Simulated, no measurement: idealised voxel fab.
process module | voxel transistor to metal
cross-section cut | 190 nm wide | cells 5 nm
A cross-section is a grid of square cells, given in bands from the top down. A band is one or more rows of cells.
Each band's line starts with the height of the band's top and of its bottom, in nm. Then come its materials from left to right, each with its width in nm. One material with "throughout" fills the band from edge to edge. "air" is empty space.
Height 0 is the level under which the wafer as received is all one material. The lowest band goes on downwards, as in "0 down".
A width such as "30 to 40" changes by the same amount from each row of cells to the next, from the band's top row to its bottom row.
"no change" after a step means that no cell of the cross-section changed.
closed voids: empty space of 8 cells or more with no open way to the top, each as width x height at its distance from the left edge, in nm
after a step's settings: what the simulator itself notes on the step
overlay nm, on a step with a mask: how far to the right of its planned place the mask lay; to the left if negative
Each pair below shows a cross-section before one step and the cross-section after it, down to the lowest band that changed. The line under each pair gives the step between them, with its settings. The pairs can come from different runs of this module on the same starting wafer, so a pair continues from the pair above only where its "before" says so.
before
  15 to 0: air 40 | SiN 110 | air 40
  0 to -5: air 40 | SiO2 110 | air 40
  -5 to -35: air 40 | SiO2 5 | Si 100 | SiO2 5 | air 40
  -35 to -40: SiO2 45 | Si 100 | SiO2 45
  -40 down: Si throughout
  closed voids: none
after
  25 to 15: SiO2 throughout
  15 to 0: SiO2 40 | SiN 110 | SiO2 40
  0 to -5: SiO2 throughout
  -5 to -40: SiO2 45 | Si 100 | SiO2 45
  below -40: unchanged
  closed voids: none
the step between: op FILL_DEP | material SiO2 | thk nm 10
before: the cross-section after the pair above
after
  15 to 0: SiO2 40 | SiN 110 | SiO2 40
  below 0: unchanged
  closed voids: none
the step between: op CMP | height nm 15
before: the cross-section after the pair above
after
  15 to 5: air 40 | SiN 110 | air 40
  below 5: unchanged
  closed voids: none
the step between: op SELECTIVE_ETCH | etch materials SiO2 | depth nm 10
before: the cross-section after the pair above
after
  5 to 0: SiO2 40 | air 110 | SiO2 40
  below 0: unchanged
  closed voids: none
the step between: op STRIP | etch materials SiN
before: the cross-section after the pair above
after
  0 to -5: SiO2 35 | air 120 | SiO2 35
  below -5: unchanged
  closed voids: none
the step between: op SELECTIVE_ETCH | etch materials SiO2 | depth nm 5
before: the cross-section after the pair above
after
  0 to -5: SiO2 35 | air 120 | SiO2 35
  -5 to -10: SiO2 throughout
  below -10: unchanged
  closed voids: none
the step between: op OXIDIZE | depth nm 5
before: the cross-section after the pair above
after
  20 to 15: polySi 35 | air 120 | polySi 35
  15 to 0: polySi throughout
  0 to -5: SiO2 35 | polySi 120 | SiO2 35
  below -5: unchanged
  closed voids: none
the step between: op DIRECTIONAL_DEP | material polySi | thk nm 20
before: the cross-section after the pair above
after
  35 to 30: SiCN 35 | air 120 | SiCN 35
  30 to 20: SiCN throughout
  20 to 15: polySi 35 | SiCN 120 | polySi 35
  below 15: unchanged
  closed voids: none
the step between: op DIRECTIONAL_DEP | material SiCN | thk nm 15
before: the cross-section after the pair above
after
  50 to 35: air 85 | resist 20 | air 85
  35 to 30: SiCN 35 | air 50 | resist 20 | air 50 | SiCN 35
  below 30: unchanged
  closed voids: none
the step between: op PATTERN | tone cover | mask id GATE | material resist | width nm 20 | thk nm 15 | overlay nm 0
before: the cross-section after the pair above
after
  50 to 30: air 85 | resist 20 | air 85
  30 to 20: air 85 | SiCN 20 | air 85
  20 to 15: polySi 35 | air 50 | SiCN 20 | air 50 | polySi 35
  below 15: unchanged
  closed voids: none
the step between: op DIRECTIONAL_ETCH | etch materials SiCN | depth nm 25
before: the cross-section after the pair above
after
  50 to 30: air 85 | resist 20 | air 85
  30 to 15: air 85 | SiCN 20 | air 85
  15 to 0: air 85 | polySi 20 | air 85
  0 to -5: SiO2 35 | air 50 | polySi 20 | air 50 | SiO2 35
  below -5: unchanged
  closed voids: none
the step between: op DIRECTIONAL_ETCH | etch materials polySi | depth nm 30
before: the cross-section after the pair above
after
  30 to 15: air 85 | SiCN 20 | air 85
  below 15: unchanged
  closed voids: none
the step between: op STRIP | etch materials resist
before: the cross-section after the pair above
after
  35 to 30: air 80 | SiN 30 | air 80
  30 to 15: air 80 | SiN 5 | SiCN 20 | SiN 5 | air 80
  15 to 5: air 80 | SiN 5 | polySi 20 | SiN 5 | air 80
  5 to 0: SiN 40 | air 40 | SiN 5 | polySi 20 | SiN 5 | air 40 | SiN 40
  0 to -5: SiO2 35 | SiN 50 | polySi 20 | SiN 50 | SiO2 35
  below -5: unchanged
  closed voids: none
the step between: op CONFORMAL_DEP | material SiN | thk nm 5
before: the cross-section after the pair above
after
  30 to 15: air 80 | SiN 5 | SiCN 20 | SiN 5 | air 80
  15 to 0: air 80 | SiN 5 | polySi 20 | SiN 5 | air 80
  0 to -5: SiO2 35 | SiN 5 | air 40 | SiN 5 | polySi 20 | SiN 5 | air 40 | SiN 5 | SiO2 35
  below -5: unchanged
  closed voids: none
the step between: op DIRECTIONAL_ETCH | etch materials SiN | depth nm 5
before: the cross-section after the pair above
after
  30 to 15: air 80 | SiN 5 | SiCN 20 | SiN 5 | air 80
  15 to 0: air 80 | SiN 5 | polySi 20 | SiN 5 | air 80
  0 to -5: air 35 | SiN 5 | air 40 | SiN 5 | polySi 20 | SiN 5 | air 40 | SiN 5 | air 35
  -5 to -10: SiO2 40 | air 40 | SiO2 30 | air 40 | SiO2 40
  below -10: unchanged
  closed voids: none
the step between: op DIRECTIONAL_ETCH | etch materials SiO2 | depth nm 5
before: the cross-section after the pair above
after
  30 to 15: air 80 | SiN 5 | SiCN 20 | SiN 5 | air 80
  15 to 0: air 80 | SiN 5 | polySi 20 | SiN 5 | air 80
  0 to -5: air 35 | SiN 5 | air 40 | SiN 5 | polySi 20 | SiN 5 | air 40 | SiN 5 | air 35
  -5 to -10: SiO2 40 | pSi 40 | SiO2 30 | pSi 40 | SiO2 40
  below -10: unchanged
  closed voids: none
the step between: op EPI | material pSi | thk nm 5
before: the cross-section after the pair above
after
  40 to 30: SiO2 throughout
  30 to 15: SiO2 80 | SiN 5 | SiCN 20 | SiN 5 | SiO2 80
  15 to 0: SiO2 80 | SiN 5 | polySi 20 | SiN 5 | SiO2 80
  0 to -5: SiO2 35 | SiN 5 | SiO2 40 | SiN 5 | polySi 20 | SiN 5 | SiO2 40 | SiN 5 | SiO2 35
  below -5: unchanged
  closed voids: none
the step between: op FILL_DEP | material SiO2 | thk nm 10
before: the cross-section after the pair above
after
  30 to 15: SiO2 80 | SiN 5 | SiCN 20 | SiN 5 | SiO2 80
  below 15: unchanged
  closed voids: none
the step between: op CMP | height nm 30
before: the cross-section after the pair above
after
  45 to 30: SiO2 throughout
  below 30: unchanged
  closed voids: none
the step between: op DIRECTIONAL_DEP | material SiO2 | thk nm 15
before: the cross-section after the pair above
after
  60 to 45: aC throughout
  below 45: unchanged
  closed voids: none
the step between: op DIRECTIONAL_DEP | material aC | thk nm 15
before: the cross-section after the pair above
after
  95 to 60: resist 45 | air 35 | resist 30 | air 35 | resist 45
  below 60: unchanged
  closed voids: none
the step between: op PATTERN | tone open | mask id CONTACT | material resist | width nm 35 | pitch nm 65 | thk nm 35 | overlay nm 0
before: the cross-section after the pair above
after
  80 to 60: resist 45 | air 35 | resist 30 | air 35 | resist 45
  60 to 45: aC 45 | air 35 | aC 30 | air 35 | aC 45
  below 45: unchanged
  closed voids: none
the step between: op DIRECTIONAL_ETCH | etch materials aC | depth nm 15
before: the cross-section after the pair above
after
  60 to 45: aC 45 | air 35 | aC 30 | air 35 | aC 45
  below 45: unchanged
  closed voids: none
the step between: op STRIP | etch materials resist
before: the cross-section after the pair above
after
  60 to 45: aC 45 | air 35 | aC 30 | air 35 | aC 45
  45 to 30: SiO2 45 | air 35 | SiO2 30 | air 35 | SiO2 45
  30 to 15: SiO2 45 | air 35 | SiN 5 | SiCN 20 | SiN 5 | air 35 | SiO2 45
  15 to 0: SiO2 45 | air 35 | SiN 5 | polySi 20 | SiN 5 | air 35 | SiO2 45
  0 to -5: SiO2 35 | SiN 5 | SiO2 5 | air 35 | SiN 5 | polySi 20 | SiN 5 | air 35 | SiO2 5 | SiN 5 | SiO2 35
  below -5: unchanged
  closed voids: none
the step between: op DIRECTIONAL_ETCH | etch materials SiO2 | depth nm 50
before: the cross-section after the pair above
after
  45 to 30: SiO2 45 | air 35 | SiO2 30 | air 35 | SiO2 45
  below 30: unchanged
  closed voids: none
the step between: op STRIP | etch materials aC
before: the cross-section after the pair above
after
  50 to 45: TiN 50 | air 25 | TiN 40 | air 25 | TiN 50
  45 to 30: SiO2 45 | TiN 5 | air 25 | TiN 5 | SiO2 30 | TiN 5 | air 25 | TiN 5 | SiO2 45
  30 to 15: SiO2 45 | TiN 5 | air 25 | TiN 5 | SiN 5 | SiCN 20 | SiN 5 | TiN 5 | air 25 | TiN 5 | SiO2 45
  15 to 0: SiO2 45 | TiN 5 | air 25 | TiN 5 | SiN 5 | polySi 20 | SiN 5 | TiN 5 | air 25 | TiN 5 | SiO2 45
  0 to -5: SiO2 35 | SiN 5 | SiO2 5 | TiN 35 | SiN 5 | polySi 20 | SiN 5 | TiN 35 | SiO2 5 | SiN 5 | SiO2 35
  below -5: unchanged
  closed voids: none
the step between: op CONFORMAL_DEP | material TiN | thk nm 5
before: the cross-section after the pair above
after
  60 to 50: Ru throughout
  50 to 45: TiN 50 | Ru 25 | TiN 40 | Ru 25 | TiN 50
  45 to 30: SiO2 45 | TiN 5 | Ru 25 | TiN 5 | SiO2 30 | TiN 5 | Ru 25 | TiN 5 | SiO2 45
  30 to 15: SiO2 45 | TiN 5 | Ru 25 | TiN 5 | SiN 5 | SiCN 20 | SiN 5 | TiN 5 | Ru 25 | TiN 5 | SiO2 45
  15 to 0: SiO2 45 | TiN 5 | Ru 25 | TiN 5 | SiN 5 | polySi 20 | SiN 5 | TiN 5 | Ru 25 | TiN 5 | SiO2 45
  below 0: unchanged
  closed voids: none
the step between: op FILL_DEP | material Ru | thk nm 10
before: the cross-section after the pair above
after
  45 to 30: SiO2 45 | TiN 5 | Ru 25 | TiN 5 | SiO2 30 | TiN 5 | Ru 25 | TiN 5 | SiO2 45
  below 30: unchanged
  closed voids: none
the step between: op CMP | height nm 45
before: the cross-section after the pair above
after
  50 to 45: SiCN throughout
  below 45: unchanged
  closed voids: none
the step between: op CONFORMAL_DEP | material SiCN | thk nm 5
before: the cross-section after the pair above
after
  75 to 50: lowk throughout
  below 50: unchanged
  closed voids: none
the step between: op DIRECTIONAL_DEP | material lowk | thk nm 25
before: the cross-section after the pair above
after
  85 to 75: aC throughout
  below 75: unchanged
  closed voids: none
the step between: op DIRECTIONAL_DEP | material aC | thk nm 10
before: the cross-section after the pair above
after
  110 to 85: resist 45 | air 20 | resist 60 | air 20 | resist 45
  below 85: unchanged
  closed voids: none
the step between: op PATTERN | tone open | mask id METAL_1 | material resist | width nm 20 | pitch nm 80 | thk nm 25 | overlay nm 0
before: the cross-section after the pair above
after
  100 to 85: resist 45 | air 20 | resist 60 | air 20 | resist 45
  85 to 75: aC 45 | air 20 | aC 60 | air 20 | aC 45
  below 75: unchanged
  closed voids: none
the step between: op DIRECTIONAL_ETCH | etch materials aC | depth nm 10
before: the cross-section after the pair above
after
  85 to 75: aC 45 | air 20 | aC 60 | air 20 | aC 45
  below 75: unchanged
  closed voids: none
the step between: op STRIP | etch materials resist
before: the cross-section after the pair above
after
  85 to 75: aC 45 | air 20 | aC 60 | air 20 | aC 45
  75 to 50: lowk 45 | air 20 | lowk 60 | air 20 | lowk 45
  below 50: unchanged
  closed voids: none
the step between: op DIRECTIONAL_ETCH | etch materials lowk | depth nm 25
before: the cross-section after the pair above
after
  85 to 75: aC 45 | air 20 | aC 60 | air 20 | aC 45
  75 to 50: lowk 45 | air 20 | lowk 60 | air 20 | lowk 45
  50 to 45: SiCN 45 | air 20 | SiCN 60 | air 20 | SiCN 45
  below 45: unchanged
  closed voids: none
the step between: op DIRECTIONAL_ETCH | etch materials SiCN | depth nm 5
before: the cross-section after the pair above
after
  75 to 50: lowk 45 | air 20 | lowk 60 | air 20 | lowk 45
  below 50: unchanged
  closed voids: none
the step between: op STRIP | etch materials aC
before: the cross-section after the pair above
after
  80 to 75: TiN 50 | air 10 | TiN 70 | air 10 | TiN 50
  75 to 50: lowk 45 | TiN 5 | air 10 | TiN 5 | lowk 60 | TiN 5 | air 10 | TiN 5 | lowk 45
  50 to 45: SiCN 45 | TiN 20 | SiCN 60 | TiN 20 | SiCN 45
  below 45: unchanged
  closed voids: none
the step between: op CONFORMAL_DEP | material TiN | thk nm 5
before: the cross-section after the pair above
after
  85 to 80: Cu throughout
  80 to 75: TiN 50 | Cu 10 | TiN 70 | Cu 10 | TiN 50
  75 to 50: lowk 45 | TiN 5 | Cu 10 | TiN 5 | lowk 60 | TiN 5 | Cu 10 | TiN 5 | lowk 45
  below 50: unchanged
  closed voids: none
the step between: op FILL_DEP | material Cu | thk nm 5
before: the cross-section after the pair above
after
  75 to 50: lowk 45 | TiN 5 | Cu 10 | TiN 5 | lowk 60 | TiN 5 | Cu 10 | TiN 5 | lowk 45
  below 50: unchanged
  closed voids: none
the step between: op CMP | height nm 75
before: the cross-section after the pair above
after
  80 to 75: SiCN throughout
  below 75: unchanged
  closed voids: none
the step between: op CONFORMAL_DEP | material SiCN | thk nm 5
before
  25 to 15: aC throughout
  15 to 0: SiN throughout
  0 to -5: SiO2 throughout
  -5 down: Si throughout
  closed voids: none
after
  55 to 25: air 45 | resist 105 | air 40
  below 25: unchanged
  closed voids: none
the step between: op PATTERN | tone cover | mask id ACTIVE | material resist | width nm 105 | thk nm 30 | overlay nm 0
before: the cross-section after the pair above
after
  45 to 25: air 45 | resist 105 | air 40
  25 to 15: air 45 | aC 105 | air 40
  below 15: unchanged
  closed voids: none
the step between: op DIRECTIONAL_ETCH | etch materials aC | depth nm 10
before: the cross-section after the pair above
after
  25 to 15: air 45 | aC 105 | air 40
  below 15: unchanged
  closed voids: none
the step between: op STRIP | etch materials resist
before: the cross-section after the pair above
after
  25 to 15: air 45 | aC 105 | air 40
  15 to 0: air 45 | SiN 105 | air 40
  below 0: unchanged
  closed voids: none
the step between: op DIRECTIONAL_ETCH | etch materials SiN | depth nm 15
before: the cross-section after the pair above
after
  25 to 15: air 45 | aC 105 | air 40
  15 to 0: air 45 | SiN 105 | air 40
  0 to -5: air 45 | SiO2 105 | air 40
  below -5: unchanged
  closed voids: none
the step between: op DIRECTIONAL_ETCH | etch materials SiO2 | depth nm 5
before: the cross-section after the pair above
after
  25 to 15: air 45 | aC 105 | air 40
  15 to 0: air 45 | SiN 105 | air 40
  0 to -5: air 45 | SiO2 105 | air 40
  -5 to -30: air 45 | Si 105 | air 40
  below -30: unchanged
  closed voids: none
the step between: op DIRECTIONAL_ETCH | etch materials Si | depth nm 25
before: the cross-section after the pair above
after
  15 to 0: air 45 | SiN 105 | air 40
  below 0: unchanged
  closed voids: none
the step between: op STRIP | etch materials aC
before: the cross-section after the pair above
after
  15 to 0: air 45 | SiN 105 | air 40
  0 to -5: air 45 | SiO2 105 | air 40
  -5 to -30: air 45 | SiO2 5 | Si 95 | SiO2 5 | air 40
  -30 to -35: SiO2 50 | Si 95 | SiO2 45
  below -35: unchanged
  closed voids: none
the step between: op OXIDIZE | depth nm 5
before: the cross-section after the pair above
after
  25 to 15: SiO2 throughout
  15 to 0: SiO2 45 | SiN 105 | SiO2 40
  0 to -5: SiO2 throughout
  -5 to -35: SiO2 50 | Si 95 | SiO2 45
  below -35: unchanged
  closed voids: none
the step between: op FILL_DEP | material SiO2 | thk nm 10
before: the cross-section after the pair above
after
  15 to 0: SiO2 45 | SiN 105 | SiO2 40
  below 0: unchanged
  closed voids: none
the step between: op CMP | height nm 15
before: the cross-section after the pair above
after
  15 to 5: air 45 | SiN 105 | air 40
  below 5: unchanged
  closed voids: none
the step between: op SELECTIVE_ETCH | etch materials SiO2 | depth nm 10
before: the cross-section after the pair above
after
  5 to 0: SiO2 45 | air 105 | SiO2 40
  below 0: unchanged
  closed voids: none
the step between: op STRIP | etch materials SiN
before: the cross-section after the pair above
after
  0 to -5: SiO2 40 | air 115 | SiO2 35
  below -5: unchanged
  closed voids: none
the step between: op SELECTIVE_ETCH | etch materials SiO2 | depth nm 5
before: the cross-section after the pair above
after
  0 to -5: SiO2 40 | air 115 | SiO2 35
  -5 to -10: SiO2 throughout
  below -10: unchanged
  closed voids: none
the step between: op OXIDIZE | depth nm 5
before: the cross-section after the pair above
after
  20 to 15: polySi 40 | air 115 | polySi 35
  15 to 0: polySi throughout
  0 to -5: SiO2 40 | polySi 115 | SiO2 35
  below -5: unchanged
  closed voids: none
the step between: op DIRECTIONAL_DEP | material polySi | thk nm 20
before: the cross-section after the pair above
after
  35 to 30: SiCN 40 | air 115 | SiCN 35
  30 to 20: SiCN throughout
  20 to 15: polySi 40 | SiCN 115 | polySi 35
  below 15: unchanged
  closed voids: none
the step between: op DIRECTIONAL_DEP | material SiCN | thk nm 15
before: the cross-section after the pair above
after
  50 to 35: air 85 | resist 20 | air 85
  35 to 30: SiCN 40 | air 45 | resist 20 | air 50 | SiCN 35
  below 30: unchanged
  closed voids: none
the step between: op PATTERN | tone cover | mask id GATE | material resist | width nm 20 | thk nm 15 | overlay nm 0
before: the cross-section after the pair above
after
  50 to 30: air 85 | resist 20 | air 85
  30 to 20: air 85 | SiCN 20 | air 85
  20 to 15: polySi 40 | air 45 | SiCN 20 | air 50 | polySi 35
  below 15: unchanged
  closed voids: none
the step between: op DIRECTIONAL_ETCH | etch materials SiCN | depth nm 25
before: the cross-section after the pair above
after
  50 to 30: air 85 | resist 20 | air 85
  30 to 15: air 85 | SiCN 20 | air 85
  15 to 0: air 85 | polySi 20 | air 85
  0 to -5: SiO2 40 | air 45 | polySi 20 | air 50 | SiO2 35
  below -5: unchanged
  closed voids: none
the step between: op DIRECTIONAL_ETCH | etch materials polySi | depth nm 30
before: the cross-section after the pair above
after
  30 to 15: air 85 | SiCN 20 | air 85
  below 15: unchanged
  closed voids: none
the step between: op STRIP | etch materials resist
before: the cross-section after the pair above
after
  35 to 30: air 80 | SiN 30 | air 80
  30 to 15: air 80 | SiN 5 | SiCN 20 | SiN 5 | air 80
  15 to 5: air 80 | SiN 5 | polySi 20 | SiN 5 | air 80
  5 to 0: SiN 45 | air 35 | SiN 5 | polySi 20 | SiN 5 | air 40 | SiN 40
  0 to -5: SiO2 40 | SiN 45 | polySi 20 | SiN 50 | SiO2 35
  below -5: unchanged
  closed voids: none
the step between: op CONFORMAL_DEP | material SiN | thk nm 5
before: the cross-section after the pair above
after
  30 to 15: air 80 | SiN 5 | SiCN 20 | SiN 5 | air 80
  15 to 0: air 80 | SiN 5 | polySi 20 | SiN 5 | air 80
  0 to -5: SiO2 40 | SiN 5 | air 35 | SiN 5 | polySi 20 | SiN 5 | air 40 | SiN 5 | SiO2 35
  below -5: unchanged
  closed voids: none
the step between: op DIRECTIONAL_ETCH | etch materials SiN | depth nm 5
before: the cross-section after the pair above
after
  30 to 15: air 80 | SiN 5 | SiCN 20 | SiN 5 | air 80
  15 to 0: air 80 | SiN 5 | polySi 20 | SiN 5 | air 80
  0 to -5: air 40 | SiN 5 | air 35 | SiN 5 | polySi 20 | SiN 5 | air 40 | SiN 5 | air 35
  -5 to -10: SiO2 45 | air 35 | SiO2 30 | air 40 | SiO2 40
  below -10: unchanged
  closed voids: none
the step between: op DIRECTIONAL_ETCH | etch materials SiO2 | depth nm 5
before: the cross-section after the pair above
after
  30 to 15: air 80 | SiN 5 | SiCN 20 | SiN 5 | air 80
  15 to 0: air 80 | SiN 5 | polySi 20 | SiN 5 | air 80
  0 to -5: air 40 | SiN 5 | air 35 | SiN 5 | polySi 20 | SiN 5 | air 40 | SiN 5 | air 35
  -5 to -10: SiO2 45 | pSi 35 | SiO2 30 | pSi 40 | SiO2 40
  below -10: unchanged
  closed voids: none
the step between: op EPI | material pSi | thk nm 5
before: the cross-section after the pair above
after
  40 to 30: SiO2 throughout
  30 to 15: SiO2 80 | SiN 5 | SiCN 20 | SiN 5 | SiO2 80
  15 to 0: SiO2 80 | SiN 5 | polySi 20 | SiN 5 | SiO2 80
  0 to -5: SiO2 40 | SiN 5 | SiO2 35 | SiN 5 | polySi 20 | SiN 5 | SiO2 40 | SiN 5 | SiO2 35
  below -5: unchanged
  closed voids: none
the step between: op FILL_DEP | material SiO2 | thk nm 10
before: the cross-section after the pair above
after
  30 to 15: SiO2 80 | SiN 5 | SiCN 20 | SiN 5 | SiO2 80
  below 15: unchanged
  closed voids: none
the step between: op CMP | height nm 30
before: the cross-section after the pair above
after
  45 to 30: SiO2 throughout
  below 30: unchanged
  closed voids: none
the step between: op DIRECTIONAL_DEP | material SiO2 | thk nm 15
before: the cross-section after the pair above
after
  60 to 45: aC throughout
  below 45: unchanged
  closed voids: none
the step between: op DIRECTIONAL_DEP | material aC | thk nm 15
before: the cross-section after the pair above
after
  95 to 60: resist 45 | air 35 | resist 30 | air 35 | resist 45
  below 60: unchanged
  closed voids: none
the step between: op PATTERN | tone open | mask id CONTACT | material resist | width nm 35 | pitch nm 65 | thk nm 35 | overlay nm 0
before: the cross-section after the pair above
after
  80 to 60: resist 45 | air 35 | resist 30 | air 35 | resist 45
  60 to 45: aC 45 | air 35 | aC 30 | air 35 | aC 45
  below 45: unchanged
  closed voids: none
the step between: op DIRECTIONAL_ETCH | etch materials aC | depth nm 15
before: the cross-section after the pair above
after
  60 to 45: aC 45 | air 35 | aC 30 | air 35 | aC 45
  below 45: unchanged
  closed voids: none
the step between: op STRIP | etch materials resist
before: the cross-section after the pair above
after
  60 to 45: aC 45 | air 35 | aC 30 | air 35 | aC 45
  45 to 30: SiO2 45 | air 35 | SiO2 30 | air 35 | SiO2 45
  30 to 15: SiO2 45 | air 35 | SiN 5 | SiCN 20 | SiN 5 | air 35 | SiO2 45
  15 to 0: SiO2 45 | air 35 | SiN 5 | polySi 20 | SiN 5 | air 35 | SiO2 45
  0 to -5: SiO2 40 | SiN 5 | air 35 | SiN 5 | polySi 20 | SiN 5 | air 35 | SiO2 5 | SiN 5 | SiO2 35
  below -5: unchanged
  closed voids: none
the step between: op DIRECTIONAL_ETCH | etch materials SiO2 | depth nm 50
before: the cross-section after the pair above
after
  45 to 30: SiO2 45 | air 35 | SiO2 30 | air 35 | SiO2 45
  below 30: unchanged
  closed voids: none
the step between: op STRIP | etch materials aC
before: the cross-section after the pair above
after
  50 to 45: TiN 50 | air 25 | TiN 40 | air 25 | TiN 50
  45 to 30: SiO2 45 | TiN 5 | air 25 | TiN 5 | SiO2 30 | TiN 5 | air 25 | TiN 5 | SiO2 45
  30 to 15: SiO2 45 | TiN 5 | air 25 | TiN 5 | SiN 5 | SiCN 20 | SiN 5 | TiN 5 | air 25 | TiN 5 | SiO2 45
  15 to 0: SiO2 45 | TiN 5 | air 25 | TiN 5 | SiN 5 | polySi 20 | SiN 5 | TiN 5 | air 25 | TiN 5 | SiO2 45
  0 to -5: SiO2 40 | SiN 5 | TiN 35 | SiN 5 | polySi 20 | SiN 5 | TiN 35 | SiO2 5 | SiN 5 | SiO2 35
  below -5: unchanged
  closed voids: none
the step between: op CONFORMAL_DEP | material TiN | thk nm 5
before: the cross-section after the pair above
after
  60 to 50: Ru throughout
  50 to 45: TiN 50 | Ru 25 | TiN 40 | Ru 25 | TiN 50
  45 to 30: SiO2 45 | TiN 5 | Ru 25 | TiN 5 | SiO2 30 | TiN 5 | Ru 25 | TiN 5 | SiO2 45
  30 to 15: SiO2 45 | TiN 5 | Ru 25 | TiN 5 | SiN 5 | SiCN 20 | SiN 5 | TiN 5 | Ru 25 | TiN 5 | SiO2 45
  15 to 0: SiO2 45 | TiN 5 | Ru 25 | TiN 5 | SiN 5 | polySi 20 | SiN 5 | TiN 5 | Ru 25 | TiN 5 | SiO2 45
  below 0: unchanged
  closed voids: none
the step between: op FILL_DEP | material Ru | thk nm 10
before: the cross-section after the pair above
after
  45 to 30: SiO2 45 | TiN 5 | Ru 25 | TiN 5 | SiO2 30 | TiN 5 | Ru 25 | TiN 5 | SiO2 45
  below 30: unchanged
  closed voids: none
the step between: op CMP | height nm 45
before: the cross-section after the pair above
after
  50 to 45: SiCN throughout
  below 45: unchanged
  closed voids: none
the step between: op CONFORMAL_DEP | material SiCN | thk nm 5
before: the cross-section after the pair above
after
  75 to 50: lowk throughout
  below 50: unchanged
  closed voids: none
the step between: op DIRECTIONAL_DEP | material lowk | thk nm 25
before: the cross-section after the pair above
after
  85 to 75: aC throughout
  below 75: unchanged
  closed voids: none
the step between: op DIRECTIONAL_DEP | material aC | thk nm 10
before: the cross-section after the pair above
after
  110 to 85: resist 45 | air 20 | resist 60 | air 20 | resist 45
  below 85: unchanged
  closed voids: none
the step between: op PATTERN | tone open | mask id METAL_1 | material resist | width nm 20 | pitch nm 80 | thk nm 25 | overlay nm 0
before: the cross-section after the pair above
after
  100 to 85: resist 45 | air 20 | resist 60 | air 20 | resist 45
  85 to 75: aC 45 | air 20 | aC 60 | air 20 | aC 45
  below 75: unchanged
  closed voids: none
the step between: op DIRECTIONAL_ETCH | etch materials aC | depth nm 10
before: the cross-section after the pair above
after
  85 to 75: aC 45 | air 20 | aC 60 | air 20 | aC 45
  below 75: unchanged
  closed voids: none
the step between: op STRIP | etch materials resist
before: the cross-section after the pair above
after
  85 to 75: aC 45 | air 20 | aC 60 | air 20 | aC 45
  75 to 50: lowk 45 | air 20 | lowk 60 | air 20 | lowk 45
  below 50: unchanged
  closed voids: none
the step between: op DIRECTIONAL_ETCH | etch materials lowk | depth nm 25
before: the cross-section after the pair above
after
  85 to 75: aC 45 | air 20 | aC 60 | air 20 | aC 45
  75 to 50: lowk 45 | air 20 | lowk 60 | air 20 | lowk 45
  50 to 45: SiCN 45 | air 20 | SiCN 60 | air 20 | SiCN 45
  below 45: unchanged
  closed voids: none
the step between: op DIRECTIONAL_ETCH | etch materials SiCN | depth nm 5
before: the cross-section after the pair above
after
  75 to 50: lowk 45 | air 20 | lowk 60 | air 20 | lowk 45
  below 50: unchanged
  closed voids: none
the step between: op STRIP | etch materials aC
before: the cross-section after the pair above
after
  80 to 75: TiN 50 | air 10 | TiN 70 | air 10 | TiN 50
  75 to 50: lowk 45 | TiN 5 | air 10 | TiN 5 | lowk 60 | TiN 5 | air 10 | TiN 5 | lowk 45
  50 to 45: SiCN 45 | TiN 20 | SiCN 60 | TiN 20 | SiCN 45
  below 45: unchanged
  closed voids: none
the step between: op CONFORMAL_DEP | material TiN | thk nm 5
before: the cross-section after the pair above
after
  85 to 80: Cu throughout
  80 to 75: TiN 50 | Cu 10 | TiN 70 | Cu 10 | TiN 50
  75 to 50: lowk 45 | TiN 5 | Cu 10 | TiN 5 | lowk 60 | TiN 5 | Cu 10 | TiN 5 | lowk 45
  below 50: unchanged
  closed voids: none
the step between: op FILL_DEP | material Cu | thk nm 5
before: the cross-section after the pair above
after
  75 to 50: lowk 45 | TiN 5 | Cu 10 | TiN 5 | lowk 60 | TiN 5 | Cu 10 | TiN 5 | lowk 45
  below 50: unchanged
  closed voids: none
the step between: op CMP | height nm 75
before: the cross-section after the pair above
after
  80 to 75: SiCN throughout
  below 75: unchanged
  closed voids: none
the step between: op CONFORMAL_DEP | material SiCN | thk nm 5
before
  25 to 15: aC throughout
  15 to 0: SiN throughout
  0 to -5: SiO2 throughout
  -5 down: Si throughout
  closed voids: none
after
  55 to 25: air 45 | resist 110 | air 35
  below 25: unchanged
  closed voids: none
the step between: op PATTERN | tone cover | mask id ACTIVE | material resist | width nm 110 | thk nm 30 | overlay nm 5
before: the cross-section after the pair above
after
  45 to 25: air 45 | resist 110 | air 35
  25 to 15: air 45 | aC 110 | air 35
  below 15: unchanged
  closed voids: none
the step between: op DIRECTIONAL_ETCH | etch materials aC | depth nm 10
before: the cross-section after the pair above
after
  25 to 15: air 45 | aC 110 | air 35
  below 15: unchanged
  closed voids: none
the step between: op STRIP | etch materials resist
before: the cross-section after the pair above
after
  25 to 15: air 45 | aC 110 | air 35
  15 to 0: air 45 | SiN 110 | air 35
  below 0: unchanged
  closed voids: none
the step between: op DIRECTIONAL_ETCH | etch materials SiN | depth nm 15
before: the cross-section after the pair above
after
  25 to 15: air 45 | aC 110 | air 35
  15 to 0: air 45 | SiN 110 | air 35
  0 to -5: air 45 | SiO2 110 | air 35
  below -5: unchanged
  closed voids: none
the step between: op DIRECTIONAL_ETCH | etch materials SiO2 | depth nm 5
before: the cross-section after the pair above
after
  25 to 15: air 45 | aC 110 | air 35
  15 to 0: air 45 | SiN 110 | air 35
  0 to -5: air 45 | SiO2 110 | air 35
  -5 to -30: air 45 | Si 110 | air 35
  below -30: unchanged
  closed voids: none
the step between: op DIRECTIONAL_ETCH | etch materials Si | depth nm 25
before: the cross-section after the pair above
after
  15 to 0: air 45 | SiN 110 | air 35
  below 0: unchanged
  closed voids: none
the step between: op STRIP | etch materials aC
before: the cross-section after the pair above
after
  15 to 0: air 45 | SiN 110 | air 35
  0 to -5: air 45 | SiO2 110 | air 35
  -5 to -30: air 45 | SiO2 5 | Si 100 | SiO2 5 | air 35
  -30 to -35: SiO2 50 | Si 100 | SiO2 40
  below -35: unchanged
  closed voids: none
the step between: op OXIDIZE | depth nm 5
before: the cross-section after the pair above
after
  25 to 15: SiO2 throughout
  15 to 0: SiO2 45 | SiN 110 | SiO2 35
  0 to -5: SiO2 throughout
  -5 to -35: SiO2 50 | Si 100 | SiO2 40
  below -35: unchanged
  closed voids: none
the step between: op FILL_DEP | material SiO2 | thk nm 10
before: the cross-section after the pair above
after
  15 to 0: SiO2 45 | SiN 110 | SiO2 35
  below 0: unchanged
  closed voids: none
the step between: op CMP | height nm 15
before: the cross-section after the pair above
after
  15 to 5: air 45 | SiN 110 | air 35
  below 5: unchanged
  closed voids: none
the step between: op SELECTIVE_ETCH | etch materials SiO2 | depth nm 10
before: the cross-section after the pair above
after
  5 to 0: SiO2 45 | air 110 | SiO2 35
  below 0: unchanged
  closed voids: none
the step between: op STRIP | etch materials SiN
before: the cross-section after the pair above
after
  0 to -5: SiO2 40 | air 120 | SiO2 30
  below -5: unchanged
  closed voids: none
the step between: op SELECTIVE_ETCH | etch materials SiO2 | depth nm 5
before: the cross-section after the pair above
after
  0 to -5: SiO2 40 | air 120 | SiO2 30
  -5 to -10: SiO2 throughout
  below -10: unchanged
  closed voids: none
the step between: op OXIDIZE | depth nm 5
